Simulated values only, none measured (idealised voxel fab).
Documented hereafter: the process module known as voxel fin reveal.
Xsec cut, 210 nm wide, square cell size 5 nm.
Notation: cross-section as square-cell grid; stated in bands, top first, going down; one or more cell rows per band. The entry gives the band's vertical extent as a top height and a bottom height in nm, then its horizontal make-up as materials from left to right, each with a width in nm. "air" stands for empty space; a single material marked "full width" fills the band edge to edge. Measure heights from 0. That's the level where, below it, the as-received wafer is all one material. The lowest band is bottomless and extends downward; write it as in "0 and below". Per-row width for "30->40": begins at first number (top row of band), ends at second number (bottom row), increment between rows held constant. Key: "identical to before" - step with no changed cell in the cross-section. Empty spaces counting at least 8 cells and having no open way to the top are listed in "Sealed internal cavities". The notation width x height at distance is used for each, the distance being from the left edge and all three values in nm. If you see something after the settings on a step's line, that's the simulator's own remark about that step. The "overlay nm" setting may appear on a step's line; for a step that uses a mask, it gives how far to the right of its planned position the mask lay, and a negative value indicates the left. Structure of the following material. The material consists of pairs of cross-sections. Each pair comprises the cross-section before one process step and the cross-section after that step, the latter shown only down to the lowest band that changed. The step between the cross-sections is specified beneath each pair, including its settings. Pairs are not necessarily consecutive: they may derive from different runs of this module performed on the same starting wafer. Continuity with the pair above is to be assumed only where the entry headed "State before step" of the pair in question states it.
# State before step
> 0 and below | Si full width
> Sealed internal cavities: none
# Post-Step Geometry
> 5 down to 0 | SiN full width
> Below 0 it's all the same as before, nothing changed down there.
> Sealed internal cavities: none
Q: step between the cross-sections above? A: CONFORMAL_DEP: material SiN, thk nm 5
State before step: the state before this step is the cross-section shown after the step in the pair just above.
# Post-Step Geometry
> 20 down to 5 | 50 air, 15 resist, 30 air, 15 resist, 30 air, 15 resist, 55 air
> Below 5 it's all the same as before, nothing changed down there.
> Sealed internal cavities: none
Q: step between the cross-sections above? A: PATTERN: tone cover, mask id FINS, material resist, width nm 15, pitch nm 45, thk nm 15, overlay nm 0
State before step: the state before this step is the cross-section shown after the step in the pair just above.
# Post-Step Geometry
> 20 down to 5 | 50 air, 15 resist, 30 air, 15 resist, 30 air, 15 resist, 55 air
> 5 down to 0 | 50 air, 15 SiN, 30 air, 15 SiN, 30 air, 15 SiN, 55 air
> Below 0 it's all the same as before, nothing changed down there.
> Sealed internal cavities: none
Q: step between the cross-sections above? A: DIRECTIONAL_ETCH: etch materials SiN, depth nm 5
State before step: the state before this step is the cross-section shown after the step in the pair just above.
# Post-Step Geometry
> 20 down to 5 | 50 air, 15 resist, 30 air, 15 resist, 30 air, 15 resist, 55 air
> 5 down to 0 | 50 air, 15 SiN, 30 air, 15 SiN, 30 air, 15 SiN, 55 air
> 0 down to -35 | 50 air, 15 Si, 30 air, 15 Si, 30 air, 15 Si, 55 air
> Below -35 it's all the same as before, nothing changed down there.
> Sealed internal cavities: none
Q: step between the cross-sections above? A: DIRECTIONAL_ETCH: etch materials Si, depth nm 35
State before step: the state before this step is the cross-section shown after the step in the pair just above.
# Post-Step Geometry
> 5 down to 0 | 50 air, 15 SiN, 30 air, 15 SiN, 30 air, 15 SiN, 55 air
> Below 0 it's all the same as before, nothing changed down there.
> Sealed internal cavities: none
Q: step between the cross-sections above? A: STRIP: etch materials resist
State before step: the state before this step is the cross-section shown after the step in the pair just above.
# Post-Step Geometry
> 20 down to 5 | SiO2 full width
> 5 down to 0 | 50 SiO2, 15 SiN, 30 SiO2, 15 SiN, 30 SiO2, 15 SiN, 55 SiO2
> 0 down to -35 | 50 SiO2, 15 Si, 30 SiO2, 15 Si, 30 SiO2, 15 Si, 55 SiO2
> Below -35 it's all the same as before, nothing changed down there.
> Sealed internal cavities: none
Q: step between the cross-sections above? A: FILL_DEP: material SiO2, thk nm 15
State before step: the state before this step is the cross-section shown after the step in the pair just above.
# Post-Step Geometry
> 5 down to 0 | 50 SiO2, 15 SiN, 30 SiO2, 15 SiN, 30 SiO2, 15 SiN, 55 SiO2
> Below 0 it's all the same as before, nothing changed down there.
> Sealed internal cavities: none
Q: step between the cross-sections above? A: CMP: height nm 5
State before step: the state before this step is the cross-section shown after the step in the pair just above.
# Post-Step Geometry
> 5 down to 0 | 50 air, 15 SiN, 30 air, 15 SiN, 30 air, 15 SiN, 55 air
> 0 down to -25 | 50 air, 15 Si, 30 air, 15 Si, 30 air, 15 Si, 55 air
> Below -25 it's all the same as before, nothing changed down there.
> Sealed internal cavities: none
Q: step between the cross-sections above? A: SELECTIVE_ETCH: etch materials SiO2, depth nm 30
State before step: the state before this step is the cross-section shown after the step in the pair just above.
# Post-Step Geometry
> 0 down to -25 | 50 air, 15 Si, 30 air, 15 Si, 30 air, 15 Si, 55 air
> Below -25 it's all the same as before, nothing changed down there.
> Sealed internal cavities: none
Q: step between the cross-sections above? A: STRIP: etch materials SiN
State before step: the state before this step is the cross-section shown after the step in the pair just above.
# Post-Step Geometry
> 5 down to 0 | 45 air, 25 HfO2, 20 air, 25 HfO2, 20 air, 25 HfO2, 50 air
> 0 down to -20 | 45 air, 5 HfO2, 15 Si, 5 HfO2, 20 air, 5 HfO2, 15 Si, 5 HfO2, 20 air, 5 HfO2, 15 Si, 5 HfO2, 50 air
> -20 down to -25 | 50 HfO2, 15 Si, 30 HfO2, 15 Si, 30 HfO2, 15 Si, 55 HfO2
> Below -25 it's all the same as before, nothing changed down there.
> Sealed internal cavities: none
Q: step between the cross-sections above? A: CONFORMAL_DEP: material HfO2, thk nm 5
# State before step
> 20 down to 5 | 50 air, 15 resist, 30 air, 15 resist, 30 air, 15 resist, 55 air
> 5 down to 0 | 50 air, 15 SiN, 30 air, 15 SiN, 30 air, 15 SiN, 55 air
> 0 down to -35 | 50 air, 15 Si, 30 air, 15 Si, 30 air, 15 Si, 55 air
> -35 and below | Si full width
> Sealed internal cavities: none
# Post-Step Geometry
> 20 down to 5 | 50 air, 15 resist, 30 air, 15 resist, 30 air, 15 resist, 55 air
> 5 down to 0 | 50 air, 15 SiN, 30 air, 15 SiN, 30 air, 15 SiN, 55 air
> 0 down to -70 | 50 air, 15 Si, 30 air, 15 Si, 30 air, 15 Si, 55 air
> Below -70 it's all the same as before, nothing changed down there.
> Sealed internal cavities: none
Q: step between the cross-sections above? A: DIRECTIONAL_ETCH: etch materials Si, depth nm 35
State before step: the state before this step is the cross-section shown after the step in the pair just above.
# Post-Step Geometry
> 5 down to 0 | 50 air, 15 SiN, 30 air, 15 SiN, 30 air, 15 SiN, 55 air
> Below 0 it's all the same as before, nothing changed down there.
> Sealed internal cavities: none
Q: step between the cross-sections above? A: STRIP: etch materials resist
State before step: the state before this step is the cross-section shown after the step in the pair just above.
# Post-Step Geometry
> 20 down to 5 | SiO2 full width
> 5 down to 0 | 50 SiO2, 15 SiN, 30 SiO2, 15 SiN, 30 SiO2, 15 SiN, 55 SiO2
> 0 down to -70 | 50 SiO2, 15 Si, 30 SiO2, 15 Si, 30 SiO2, 15 Si, 55 SiO2
> Below -70 it's all the same as before, nothing changed down there.
> Sealed internal cavities: none
Q: step between the cross-sections above? A: FILL_DEP: material SiO2, thk nm 15
State before step: the state before this step is the cross-section shown after the step in the pair just above.
# Post-Step Geometry
> 5 down to 0 | 50 SiO2, 15 SiN, 30 SiO2, 15 SiN, 30 SiO2, 15 SiN, 55 SiO2
> Below 0 it's all the same as before, nothing changed down there.
> Sealed internal cavities: none
Q: step between the cross-sections above? A: CMP: height nm 5
State before step: the state before this step is the cross-section shown after the step in the pair just above.
# Post-Step Geometry
> 5 down to 0 | 50 air, 15 SiN, 30 air, 15 SiN, 30 air, 15 SiN, 55 air
> 0 down to -25 | 50 air, 15 Si, 30 air, 15 Si, 30 air, 15 Si, 55 air
> Below -25 it's all the same as before, nothing changed down there.
> Sealed internal cavities: none
Q: step between the cross-sections above? A: SELECTIVE_ETCH: etch materials SiO2, depth nm 30
State before step: the state before this step is the cross-section shown after the step in the pair just above.
# Post-Step Geometry
> 0 down to -25 | 50 air, 15 Si, 30 air, 15 Si, 30 air, 15 Si, 55 air
> Below -25 it's all the same as before, nothing changed down there.
> Sealed internal cavities: none
Q: step between the cross-sections above? A: STRIP: etch materials SiN
State before step: the state before this step is the cross-section shown after the step in the pair just above.
# Post-Step Geometry
> 5 down to 0 | 45 air, 25 HfO2, 20 air, 25 HfO2, 20 air, 25 HfO2, 50 air
> 0 down to -20 | 45 air, 5 HfO2, 15 Si, 5 HfO2, 20 air, 5 HfO2, 15 Si, 5 HfO2, 20 air, 5 HfO2, 15 Si, 5 HfO2, 50 air
> -20 down to -25 | 50 HfO2, 15 Si, 30 HfO2, 15 Si, 30 HfO2, 15 Si, 55 HfO2
> Below -25 it's all the same as before, nothing changed down there.
> Sealed internal cavities: none
Q: step between the cross-sections above? A: CONFORMAL_DEP: material HfO2, thk nm 5
# State before step
> 5 down to 0 | 50 SiO2, 15 SiN, 30 SiO2, 15 SiN, 30 SiO2, 15 SiN, 55 SiO2
> 0 down to -35 | 50 SiO2, 15 Si, 30 SiO2, 15 Si, 30 SiO2, 15 Si, 55 SiO2
> -35 and below | Si full width
> Sealed internal cavities: none
# Post-Step Geometry
> 5 down to 0 | 50 SiO2, 15 air, 30 SiO2, 15 air, 30 SiO2, 15 air, 55 SiO2
> Below 0 it's all the same as before, nothing changed down there.
> Sealed internal cavities: none
Q: step between the cross-sections above? A: STRIP: etch materials SiN
State before step: the state before this step is the cross-section shown after the step in the pair just above.
# Post-Step Geometry
> 0 down to -25 | 50 air, 15 Si, 30 air, 15 Si, 30 air, 15 Si, 55 air
> -25 down to -30 | 20 SiO2, 30 air, 15 Si, 30 air, 15 Si, 30 air, 15 Si, 30 air, 25 SiO2
> Below -30 it's all the same as before, nothing changed down there.
> Sealed internal cavities: none
Q: step between the cross-sections above? A: SELECTIVE_ETCH: etch materials SiO2, depth nm 30
State before step: the state before this step is the cross-section shown after the step in the pair just above.
# Post-Step Geometry
> 5 down to 0 | 45 air, 25 HfO2, 20 air, 25 HfO2, 20 air, 25 HfO2, 50 air
> 0 down to -20 | 45 air, 5 HfO2, 15 Si, 5 HfO2, 20 air, 5 HfO2, 15 Si, 5 HfO2, 20 air, 5 HfO2, 15 Si, 5 HfO2, 50 air
> -20 down to -25 | 25 HfO2, 20 air, 5 HfO2, 15 Si, 5 HfO2, 20 air, 5 HfO2, 15 Si, 5 HfO2, 20 air, 5 HfO2, 15 Si, 5 HfO2, 20 air, 30 HfO2
> -25 down to -30 | 20 SiO2, 30 HfO2, 15 Si, 30 HfO2, 15 Si, 30 HfO2, 15 Si, 30 HfO2, 25 SiO2
> Below -30 it's all the same as before, nothing changed down there.
> Sealed internal cavities: none
Q: step between the cross-sections above? A: CONFORMAL_DEP: material HfO2, thk nm 5
# State before step
> 20 down to 5 | SiO2 full width
> 5 down to 0 | 50 SiO2, 15 SiN, 30 SiO2, 15 SiN, 30 SiO2, 15 SiN, 55 SiO2
> 0 down to -35 | 50 SiO2, 15 Si, 30 SiO2, 15 Si, 30 SiO2, 15 Si, 55 SiO2
> -35 and below | Si full width
> Sealed internal cavities: none
# Post-Step Geometry
> -5 down to -35 | 50 SiO2, 15 Si, 30 SiO2, 15 Si, 30 SiO2, 15 Si, 55 SiO2
> Below -35 it's all the same as before, nothing changed down there.
> Sealed internal cavities: none
Q: step between the cross-sections above? A: CMP: height nm -5
State before step: the state before this step is the cross-section shown after the step in the pair just above.
# Post-Step Geometry
> -5 down to -35 | 50 air, 15 Si, 30 air, 15 Si, 30 air, 15 Si, 55 air
> Below -35 it's all the same as before, nothing changed down there.
> Sealed internal cavities: none
Q: step between the cross-sections above? A: SELECTIVE_ETCH: etch materials SiO2, depth nm 30
State before step: the state before this step is the cross-section shown after the step in the pair just above.
# Post-Step Geometry
> 0 down to -5 | 45 air, 25 HfO2, 20 air, 25 HfO2, 20 air, 25 HfO2, 50 air
> -5 down to -30 | 45 air, 5 HfO2, 15 Si, 5 HfO2, 20 air, 5 HfO2, 15 Si, 5 HfO2, 20 air, 5 HfO2, 15 Si, 5 HfO2, 50 air
> -30 down to -35 | 50 HfO2, 15 Si, 30 HfO2, 15 Si, 30 HfO2, 15 Si, 55 HfO2
> Below -35 it's all the same as before, nothing changed down there.
> Sealed internal cavities: none
Q: step between the cross-sections above? A: CONFORMAL_DEP: material HfO2, thk nm 5
# State before step
> 5 down to 0 | SiN full width
> 0 and below | Si full width
> Sealed internal cavities: none
# Post-Step Geometry
> 20 down to 5 | 50 air, 20 resist, 25 air, 20 resist, 25 air, 20 resist, 50 air
> Below 5 it's all the same as before, nothing changed down there.
> Sealed internal cavities: none
Q: step between the cross-sections above? A: PATTERN: tone cover, mask id FINS, material resist, width nm 20, pitch nm 45, thk nm 15, overlay nm 0
State before step: the state before this step is the cross-section shown after the step in the pair just above.
# Post-Step Geometry
> 20 down to 5 | 50 air, 20 resist, 25 air, 20 resist, 25 air, 20 resist, 50 air
> 5 down to 0 | 50 air, 20 SiN, 25 air, 20 SiN, 25 air, 20 SiN, 50 air
> Below 0 it's all the same as before, nothing changed down there.
> Sealed internal cavities: none
Q: step between the cross-sections above? A: DIRECTIONAL_ETCH: etch materials SiN, depth nm 5
State before step: the state before this step is the cross-section shown after the step in the pair just above.
# Post-Step Geometry
> 20 down to 5 | 50 air, 20 resist, 25 air, 20 resist, 25 air, 20 resist, 50 air
> 5 down to 0 | 50 air, 20 SiN, 25 air, 20 SiN, 25 air, 20 SiN, 50 air
> 0 down to -35 | 50 air, 20 Si, 25 air, 20 Si, 25 air, 20 Si, 50 air
> Below -35 it's all the same as before, nothing changed down there.
> Sealed internal cavities: none
Q: step between the cross-sections above? A: DIRECTIONAL_ETCH: etch materials Si, depth nm 35
State before step: the state before this step is the cross-section shown after the step in the pair just above.
# Post-Step Geometry
> 5 down to 0 | 50 air, 20 SiN, 25 air, 20 SiN, 25 air, 20 SiN, 50 air
> Below 0 it's all the same as before, nothing changed down there.
> Sealed internal cavities: none
Q: step between the cross-sections above? A: STRIP: etch materials resist
State before step: the state before this step is the cross-section shown after the step in the pair just above.
# Post-Step Geometry
> 20 down to 5 | SiO2 full width
> 5 down to 0 | 50 SiO2, 20 SiN, 25 SiO2, 20 SiN, 25 SiO2, 20 SiN, 50 SiO2
> 0 down to -35 | 50 SiO2, 20 Si, 25 SiO2, 20 Si, 25 SiO2, 20 Si, 50 SiO2
> Below -35 it's all the same as before, nothing changed down there.
> Sealed internal cavities: none
Q: step between the cross-sections above? A: FILL_DEP: material SiO2, thk nm 15
State before step: the state before this step is the cross-section shown after the step in the pair just above.
# Post-Step Geometry
> 5 down to 0 | 50 SiO2, 20 SiN, 25 SiO2, 20 SiN, 25 SiO2, 20 SiN, 50 SiO2
> Below 0 it's all the same as before, nothing changed down there.
> Sealed internal cavities: none
Q: step between the cross-sections above? A: CMP: height nm 5
State before step: the state before this step is the cross-section shown after the step in the pair just above.
# Post-Step Geometry
> 5 down to 0 | 50 air, 20 SiN, 25 air, 20 SiN, 25 air, 20 SiN, 50 air
> 0 down to -25 | 50 air, 20 Si, 25 air, 20 Si, 25 air, 20 Si, 50 air
> Below -25 it's all the same as before, nothing changed down there.
> Sealed internal cavities: none
Q: step between the cross-sections above? A: SELECTIVE_ETCH: etch materials SiO2, depth nm 30
State before step: the state before this step is the cross-section shown after the step in the pair just above.
# Post-Step Geometry
> 0 down to -25 | 50 air, 20 Si, 25 air, 20 Si, 25 air, 20 Si, 50 air
> Below -25 it's all the same as before, nothing changed down there.
> Sealed internal cavities: none
Q: step between the cross-sections above? A: STRIP: etch materials SiN
State before step: the state before this step is the cross-section shown after the step in the pair just above.
# Post-Step Geometry
> 5 down to 0 | 45 air, 30 HfO2, 15 air, 30 HfO2, 15 air, 30 HfO2, 45 air
> 0 down to -20 | 45 air, 5 HfO2, 20 Si, 5 HfO2, 15 air, 5 HfO2, 20 Si, 5 HfO2, 15 air, 5 HfO2, 20 Si, 5 HfO2, 45 air
> -20 down to -25 | 50 HfO2, 20 Si, 25 HfO2, 20 Si, 25 HfO2, 20 Si, 50 HfO2
> Below -25 it's all the same as before, nothing changed down there.
> Sealed internal cavities: none
Q: step between the cross-sections above? A: CONFORMAL_DEP: material HfO2, thk nm 5
# State before step
> 5 down to 0 | SiN full width
> 0 and below | Si full width
> Sealed internal cavities: none
# Post-Step Geometry
> 20 down to 5 | 45 air, 15 resist, 30 air, 15 resist, 30 air, 15 resist, 60 air
> Below 5 it's all the same as before, nothing changed down there.
> Sealed internal cavities: none
Q: step between the cross-sections above? A: PATTERN: tone cover, mask id FINS, material resist, width nm 15, pitch nm 45, thk nm 15, overlay nm -5
State before step: the state before this step is the cross-section shown after the step in the pair just above.
# Post-Step Geometry
> 20 down to 5 | 45 air, 15 resist, 30 air, 15 resist, 30 air, 15 resist, 60 air
> 5 down to 0 | 45 air, 15 SiN, 30 air, 15 SiN, 30 air, 15 SiN, 60 air
> Below 0 it's all the same as before, nothing changed down there.
> Sealed internal cavities: none
Q: step between the cross-sections above? A: DIRECTIONAL_ETCH: etch materials SiN, depth nm 5
State before step: the state before this step is the cross-section shown after the step in the pair just above.
# Post-Step Geometry
> 20 down to 5 | 45 air, 15 resist, 30 air, 15 resist, 30 air, 15 resist, 60 air
> 5 down to 0 | 45 air, 15 SiN, 30 air, 15 SiN, 30 air, 15 SiN, 60 air
> 0 down to -35 | 45 air, 15 Si, 30 air, 15 Si, 30 air, 15 Si, 60 air
> Below -35 it's all the same as before, nothing changed down there.
> Sealed internal cavities: none
Q: step between the cross-sections above? A: DIRECTIONAL_ETCH: etch materials Si, depth nm 35
State before step: the state before this step is the cross-section shown after the step in the pair just above.
# Post-Step Geometry
> 5 down to 0 | 45 air, 15 SiN, 30 air, 15 SiN, 30 air, 15 SiN, 60 air
> Below 0 it's all the same as before, nothing changed down there.
> Sealed internal cavities: none
Q: step between the cross-sections above? A: STRIP: etch materials resist
State before step: the state before this step is the cross-section shown after the step in the pair just above.
# Post-Step Geometry
> 20 down to 5 | SiO2 full width
> 5 down to 0 | 45 SiO2, 15 SiN, 30 SiO2, 15 SiN, 30 SiO2, 15 SiN, 60 SiO2
> 0 down to -35 | 45 SiO2, 15 Si, 30 SiO2, 15 Si, 30 SiO2, 15 Si, 60 SiO2
> Below -35 it's all the same as before, nothing changed down there.
> Sealed internal cavities: none
Q: step between the cross-sections above? A: FILL_DEP: material SiO2, thk nm 15
State before step: the state before this step is the cross-section shown after the step in the pair just above.
# Post-Step Geometry
> 5 down to 0 | 45 SiO2, 15 SiN, 30 SiO2, 15 SiN, 30 SiO2, 15 SiN, 60 SiO2
> Below 0 it's all the same as before, nothing changed down there.
> Sealed internal cavities: none
Q: step between the cross-sections above? A: CMP: height nm 5
State before step: the state before this step is the cross-section shown after the step in the pair just above.
# Post-Step Geometry
> 5 down to 0 | 45 air, 15 SiN, 30 air, 15 SiN, 30 air, 15 SiN, 60 air
> 0 down to -25 | 45 air, 15 Si, 30 air, 15 Si, 30 air, 15 Si, 60 air
> Below -25 it's all the same as before, nothing changed down there.
> Sealed internal cavities: none
Q: step between the cross-sections above? A: SELECTIVE_ETCH: etch materials SiO2, depth nm 30
State before step: the state before this step is the cross-section shown after the step in the pair just above.
# Post-Step Geometry
> 0 down to -25 | 45 air, 15 Si, 30 air, 15 Si, 30 air, 15 Si, 60 air
> Below -25 it's all the same as before, nothing changed down there.
> Sealed internal cavities: none
Q: step between the cross-sections above? A: STRIP: etch materials SiN
State before step: the state before this step is the cross-section shown after the step in the pair just above.
# Post-Step Geometry
> 5 down to 0 | 40 air, 25 HfO2, 20 air, 25 HfO2, 20 air, 25 HfO2, 55 air
> 0 down to -20 | 40 air, 5 HfO2, 15 Si, 5 HfO2, 20 air, 5 HfO2, 15 Si, 5 HfO2, 20 air, 5 HfO2, 15 Si, 5 HfO2, 55 air
> -20 down to -25 | 45 HfO2, 15 Si, 30 HfO2, 15 Si, 30 HfO2, 15 Si, 60 HfO2
> Below -25 it's all the same as before, nothing changed down there.
> Sealed internal cavities: none
Q: step between the cross-sections above? A: CONFORMAL_DEP: material HfO2, thk nm 5
# State before step
> 0 down to -25 | 50 air, 15 Si, 30 air, 15 Si, 30 air, 15 Si, 55 air
> -25 down to -35 | 50 SiO2, 15 Si, 30 SiO2, 15 Si, 30 SiO2, 15 Si, 55 SiO2
> -35 and below | Si full width
> Sealed internal cavities: none
# Post-Step Geometry
> 5 down to 0 | 45 air, 25 SiN, 20 air, 25 SiN, 20 air, 25 SiN, 50 air
> 0 down to -20 | 45 air, 5 SiN, 15 Si, 5 SiN, 20 air, 5 SiN, 15 Si, 5 SiN, 20 air, 5 SiN, 15 Si, 5 SiN, 50 air
> -20 down to -25 | 50 SiN, 15 Si, 30 SiN, 15 Si, 30 SiN, 15 Si, 55 SiN
> Below -25 it's all the same as before, nothing changed down there.
> Sealed internal cavities: none
Q: step between the cross-sections above? A: CONFORMAL_DEP: material SiN, thk nm 5
# State before step
> 5 down to 0 | SiN full width
> 0 and below | Si full width
> Sealed internal cavities: none
# Post-Step Geometry
> 20 down to 5 | 50 resist, 15 air, 30 resist, 15 air, 30 resist, 15 air, 55 resist
> Below 5 it's all the same as before, nothing changed down there.
> Sealed internal cavities: none
Q: step between the cross-sections above? A: PATTERN: tone open, mask id FINS, material resist, width nm 15, pitch nm 45, thk nm 15, overlay nm 0
State before step: the state before this step is the cross-section shown after the step in the pair just above.
# Post-Step Geometry
> 20 down to 5 | 50 resist, 15 air, 30 resist, 15 air, 30 resist, 15 air, 55 resist
> 5 down to 0 | 50 SiN, 15 air, 30 SiN, 15 air, 30 SiN, 15 air, 55 SiN
> Below 0 it's all the same as before, nothing changed down there.
> Sealed internal cavities: none
Q: step between the cross-sections above? A: DIRECTIONAL_ETCH: etch materials SiN, depth nm 5
State before step: the state before this step is the cross-section shown after the step in the pair just above.
# Post-Step Geometry
> 20 down to 5 | 50 resist, 15 air, 30 resist, 15 air, 30 resist, 15 air, 55 resist
> 5 down to 0 | 50 SiN, 15 air, 30 SiN, 15 air, 30 SiN, 15 air, 55 SiN
> 0 down to -35 | 50 Si, 15 air, 30 Si, 15 air, 30 Si, 15 air, 55 Si
> Below -35 it's all the same as before, nothing changed down there.
> Sealed internal cavities: none
Q: step between the cross-sections above? A: DIRECTIONAL_ETCH: etch materials Si, depth nm 35
State before step: the state before this step is the cross-section shown after the step in the pair just above.
# Post-Step Geometry
> 5 down to 0 | 50 SiN, 15 air, 30 SiN, 15 air, 30 SiN, 15 air, 55 SiN
> Below 0 it's all the same as before, nothing changed down there.
> Sealed internal cavities: none
Q: step between the cross-sections above? A: STRIP: etch materials resist
State before step: the state before this step is the cross-section shown after the step in the pair just above.
# Post-Step Geometry
> 20 down to 5 | SiO2 full width
> 5 down to 0 | 50 SiN, 15 SiO2, 30 SiN, 15 SiO2, 30 SiN, 15 SiO2, 55 SiN
> 0 down to -35 | 50 Si, 15 SiO2, 30 Si, 15 SiO2, 30 Si, 15 SiO2, 55 Si
> Below -35 it's all the same as before, nothing changed down there.
> Sealed internal cavities: none
Q: step between the cross-sections above? A: FILL_DEP: material SiO2, thk nm 15
State before step: the state before this step is the cross-section shown after the step in the pair just above.
# Post-Step Geometry
> 5 down to 0 | 50 SiN, 15 SiO2, 30 SiN, 15 SiO2, 30 SiN, 15 SiO2, 55 SiN
> Below 0 it's all the same as before, nothing changed down there.
> Sealed internal cavities: none
Q: step between the cross-sections above? A: CMP: height nm 5
State before step: the state before this step is the cross-section shown after the step in the pair just above.
# Post-Step Geometry
> 5 down to 0 | 50 SiN, 15 air, 30 SiN, 15 air, 30 SiN, 15 air, 55 SiN
> 0 down to -25 | 50 Si, 15 air, 30 Si, 15 air, 30 Si, 15 air, 55 Si
> Below -25 it's all the same as before, nothing changed down there.
> Sealed internal cavities: none
Q: step between the cross-sections above? A: SELECTIVE_ETCH: etch materials SiO2, depth nm 30
State before step: the state before this step is the cross-section shown after the step in the pair just above.
# Post-Step Geometry
> 0 down to -25 | 50 Si, 15 air, 30 Si, 15 air, 30 Si, 15 air, 55 Si
> Below -25 it's all the same as before, nothing changed down there.
> Sealed internal cavities: none
Q: step between the cross-sections above? A: STRIP: etch materials SiN
State before step: the state before this step is the cross-section shown after the step in the pair just above.
# Post-Step Geometry
> 5 down to 0 | 55 HfO2, 5 air, 40 HfO2, 5 air, 40 HfO2, 5 air, 60 HfO2
> 0 down to -20 | 50 Si, 5 HfO2, 5 air, 5 HfO2, 30 Si, 5 HfO2, 5 air, 5 HfO2, 30 Si, 5 HfO2, 5 air, 5 HfO2, 55 Si
> -20 down to -25 | 50 Si, 15 HfO2, 30 Si, 15 HfO2, 30 Si, 15 HfO2, 55 Si
> Below -25 it's all the same as before, nothing changed down there.
> Sealed internal cavities: none
Q: step between the cross-sections above? A: CONFORMAL_DEP: material HfO2, thk nm 5
